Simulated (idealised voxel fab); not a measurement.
Process module, titled voxel self aligned vias
Section shown: cut. Width: 250 nm. Cell size: 5 nm, square.
Cross-section spec: square-cell grid; bands listed top down; each band is one or more rows. Top, bottom (nm), then materials left to right with widths (nm); lone material tagged "edge to edge" fills the whole band edge to edge; "empty" = empty space. Measure heights from 0. That's the level where, below it, the as-received wafer is all one material. The lowest band is bottomless and extends downward; write it as in "z 0 and below". It should be noted that a width expressed as "30 to 40" varies in equal increments from row to row of cells within the band, taking the value of the first number at the top row and that of the second number at the bottom row. "nothing got changed" for a step: no cell of the cross-section changed in that step. Closed-off voids of 8+ cells (no open route to the top) go in "Enclosed empty spaces", written width x height at distance from the left edge, in nm. On each step's line, the part that comes after the settings is the simulator's own comment on the step. overlay nm: for a step with a mask, the amount by which the mask lay right of where it was planned; a negative amount means left of it.

# So here's the lineup of process steps we planned
1 RECEIVE [material Si]
2 CONFORMAL_DEP [material SiO2] [thk nm 15]
3 CONFORMAL_DEP [material SiCN] [thk nm 5]
4 DIRECTIONAL_DEP [material SiO2] [thk nm 30]
5 PATTERN [tone open] [mask id LINES] [material resist] [width nm 30] [pitch nm 65] [thk nm 15] [overlay nm 0]
6 DIRECTIONAL_ETCH [etch materials SiO2] [depth nm 30]
7 STRIP [etch materials resist]
8 CONFORMAL_DEP [material TiN] [thk nm 5]
9 FILL_DEP [material Ru] [thk nm 5]
10 CMP [height nm 50]
11 SELECTIVE_ETCH [etch materials W Ru TiN] [depth nm 5]
12 FILL_DEP [material SiN] [thk nm 10]
13 CMP [height nm 50]
14 DIRECTIONAL_DEP [material SiO2] [thk nm 15]
15 MASKED_ETCH [tone open] [mask id VIAS] [width nm 50] [pitch nm 65] [etch materials SiO2] [depth nm 15] [overlay nm 0]
16 MASKED_ETCH [tone open] [mask id VIAS] [width nm 50] [pitch nm 65] [etch materials SiN] [depth nm 5] [overlay nm 0]
17 CONFORMAL_DEP [material TiN] [thk nm 5]
18 FILL_DEP [material W] [thk nm 10]
19 CMP [height nm 65]
20 CONFORMAL_DEP [material SiN] [thk nm 5]

# The first of the two wafers, which ran as planned

# Step 1 complete: cross-section of the wafer as received
- z 0 and below: Si edge to edge
- Enclosed empty spaces: none

# After step 2, in cross-section
- z 15 to 0: SiO2 edge to edge
- Nothing below the height 0 has changed.

# After step 3, in cross-section
- z 20 to 15: SiCN edge to edge
- Nothing below the height 15 has changed.

# After step 4, in cross-section
- z 50 to 20: SiO2 edge to edge
- Nothing below the height 20 has changed.

# After step 5, in cross-section
- z 65 to 50: 75 nm resist, then 30 nm empty, then 35 nm resist, then 30 nm empty, then 80 nm resist
- Nothing below the height 50 has changed.

# After step 6, in cross-section
- z 65 to 50: 75 nm resist, then 30 nm empty, then 35 nm resist, then 30 nm empty, then 80 nm resist
- z 50 to 20: 75 nm SiO2, then 30 nm empty, then 35 nm SiO2, then 30 nm empty, then 80 nm SiO2
- Nothing below the height 20 has changed.

# After step 7, in cross-section
- z 50 to 20: 75 nm SiO2, then 30 nm empty, then 35 nm SiO2, then 30 nm empty, then 80 nm SiO2
- Nothing below the height 20 has changed.

# After step 8, in cross-section
- z 55 to 50: 80 nm TiN, then 20 nm empty, then 45 nm TiN, then 20 nm empty, then 85 nm TiN
- z 50 to 25: 75 nm SiO2, then 5 nm TiN, then 20 nm empty, then 5 nm TiN, then 35 nm SiO2, then 5 nm TiN, then 20 nm empty, then 5 nm TiN, then 80 nm SiO2
- z 25 to 20: 75 nm SiO2, then 30 nm TiN, then 35 nm SiO2, then 30 nm TiN, then 80 nm SiO2
- Nothing below the height 20 has changed.

# After step 9, in cross-section
- z 60 to 55: Ru edge to edge
- z 55 to 50: 80 nm TiN, then 20 nm Ru, then 45 nm TiN, then 20 nm Ru, then 85 nm TiN
- z 50 to 25: 75 nm SiO2, then 5 nm TiN, then 20 nm Ru, then 5 nm TiN, then 35 nm SiO2, then 5 nm TiN, then 20 nm Ru, then 5 nm TiN, then 80 nm SiO2
- Nothing below the height 25 has changed.

# After step 10, in cross-section
- z 50 to 25: 75 nm SiO2, then 5 nm TiN, then 20 nm Ru, then 5 nm TiN, then 35 nm SiO2, then 5 nm TiN, then 20 nm Ru, then 5 nm TiN, then 80 nm SiO2
- Nothing below the height 25 has changed.

# After step 11, in cross-section
- z 50 to 45: 75 nm SiO2, then 30 nm empty, then 35 nm SiO2, then 30 nm empty, then 80 nm SiO2
- Nothing below the height 45 has changed.

# After step 12, in cross-section
- z 60 to 50: SiN edge to edge
- z 50 to 45: 75 nm SiO2, then 30 nm SiN, then 35 nm SiO2, then 30 nm SiN, then 80 nm SiO2
- Nothing below the height 45 has changed.

# After step 13, in cross-section
- z 50 to 45: 75 nm SiO2, then 30 nm SiN, then 35 nm SiO2, then 30 nm SiN, then 80 nm SiO2
- Nothing below the height 45 has changed.

# After step 14, in cross-section
- z 65 to 50: SiO2 edge to edge
- Nothing below the height 50 has changed.

# After step 15, in cross-section
- z 65 to 50: 65 nm SiO2, then 50 nm empty, then 15 nm SiO2, then 50 nm empty, then 70 nm SiO2
- Nothing below the height 50 has changed.

# After step 16, in cross-section
- z 65 to 50: 65 nm SiO2, then 50 nm empty, then 15 nm SiO2, then 50 nm empty, then 70 nm SiO2
- z 50 to 45: 75 nm SiO2, then 30 nm empty, then 35 nm SiO2, then 30 nm empty, then 80 nm SiO2
- Nothing below the height 45 has changed.

# After step 17, in cross-section
- z 70 to 65: 70 nm TiN, then 40 nm empty, then 25 nm TiN, then 40 nm empty, then 75 nm TiN
- z 65 to 55: 65 nm SiO2, then 5 nm TiN, then 40 nm empty, then 5 nm TiN, then 15 nm SiO2, then 5 nm TiN, then 40 nm empty, then 5 nm TiN, then 70 nm SiO2
- z 55 to 50: 65 nm SiO2, then 15 nm TiN, then 20 nm empty, then 15 nm TiN, then 15 nm SiO2, then 15 nm TiN, then 20 nm empty, then 15 nm TiN, then 70 nm SiO2
- z 50 to 45: 75 nm SiO2, then 30 nm TiN, then 35 nm SiO2, then 30 nm TiN, then 80 nm SiO2
- Nothing below the height 45 has changed.

# After step 18, in cross-section
- z 80 to 70: W edge to edge
- z 70 to 65: 70 nm TiN, then 40 nm W, then 25 nm TiN, then 40 nm W, then 75 nm TiN
- z 65 to 55: 65 nm SiO2, then 5 nm TiN, then 40 nm W, then 5 nm TiN, then 15 nm SiO2, then 5 nm TiN, then 40 nm W, then 5 nm TiN, then 70 nm SiO2
- z 55 to 50: 65 nm SiO2, then 15 nm TiN, then 20 nm W, then 15 nm TiN, then 15 nm SiO2, then 15 nm TiN, then 20 nm W, then 15 nm TiN, then 70 nm SiO2
- Nothing below the height 50 has changed.

# After step 19, in cross-section
- z 65 to 55: 65 nm SiO2, then 5 nm TiN, then 40 nm W, then 5 nm TiN, then 15 nm SiO2, then 5 nm TiN, then 40 nm W, then 5 nm TiN, then 70 nm SiO2
- Nothing below the height 55 has changed.

# After step 20, in cross-section
- z 70 to 65: SiN edge to edge
- Nothing below the height 65 has changed.

# Second wafer, same starting state and plan as the first, one mistake in the run, identical through step 11

# The second wafer cut through, at the time step 12 was supposed to be finished
- z 60 to 45: SiO2 edge to edge
- Nothing below the height 45 has changed.

# The second wafer cut through, at the time step 13 was supposed to be finished
- z 50 to 45: SiO2 edge to edge
- Nothing below the height 45 has changed.

# The second wafer cut through, at the time step 14 was supposed to be finished
- z 65 to 45: SiO2 edge to edge
- Nothing below the height 45 has changed.

# The second wafer cut through, at the time step 15 was supposed to be finished
- z 65 to 50: 65 nm SiO2, then 50 nm empty, then 15 nm SiO2, then 50 nm empty, then 70 nm SiO2
- Nothing below the height 50 has changed.

The second wafer cut through, at the time step 16 was supposed to be finished: nothing got changed

# The second wafer cut through, at the time step 17 was supposed to be finished
- z 70 to 65: 70 nm TiN, then 40 nm empty, then 25 nm TiN, then 40 nm empty, then 75 nm TiN
- z 65 to 55: 65 nm SiO2, then 5 nm TiN, then 40 nm empty, then 5 nm TiN, then 15 nm SiO2, then 5 nm TiN, then 40 nm empty, then 5 nm TiN, then 70 nm SiO2
- z 55 to 50: 65 nm SiO2, then 50 nm TiN, then 15 nm SiO2, then 50 nm TiN, then 70 nm SiO2
- Nothing below the height 50 has changed.

# The second wafer cut through, at the time step 18 was supposed to be finished
- z 80 to 70: W edge to edge
- z 70 to 65: 70 nm TiN, then 40 nm W, then 25 nm TiN, then 40 nm W, then 75 nm TiN
- z 65 to 55: 65 nm SiO2, then 5 nm TiN, then 40 nm W, then 5 nm TiN, then 15 nm SiO2, then 5 nm TiN, then 40 nm W, then 5 nm TiN, then 70 nm SiO2
- Nothing below the height 55 has changed.

# The second wafer cut through, at the time step 19 was supposed to be finished
- z 65 to 55: 65 nm SiO2, then 5 nm TiN, then 40 nm W, then 5 nm TiN, then 15 nm SiO2, then 5 nm TiN, then 40 nm W, then 5 nm TiN, then 70 nm SiO2
- Nothing below the height 55 has changed.

# The second wafer cut through, at the time step 20 was supposed to be finished
- z 70 to 65: SiN edge to edge
- Nothing below the height 65 has changed.
Diagnosis: step 12 did not happen as planned, as run it was FILL_DEP [material SiO2] [thk nm 10]
The final cell counts differ between the wafers, with the second having more or fewer of some materials than the first: +12 SiO2; -4 TiN; -8 W
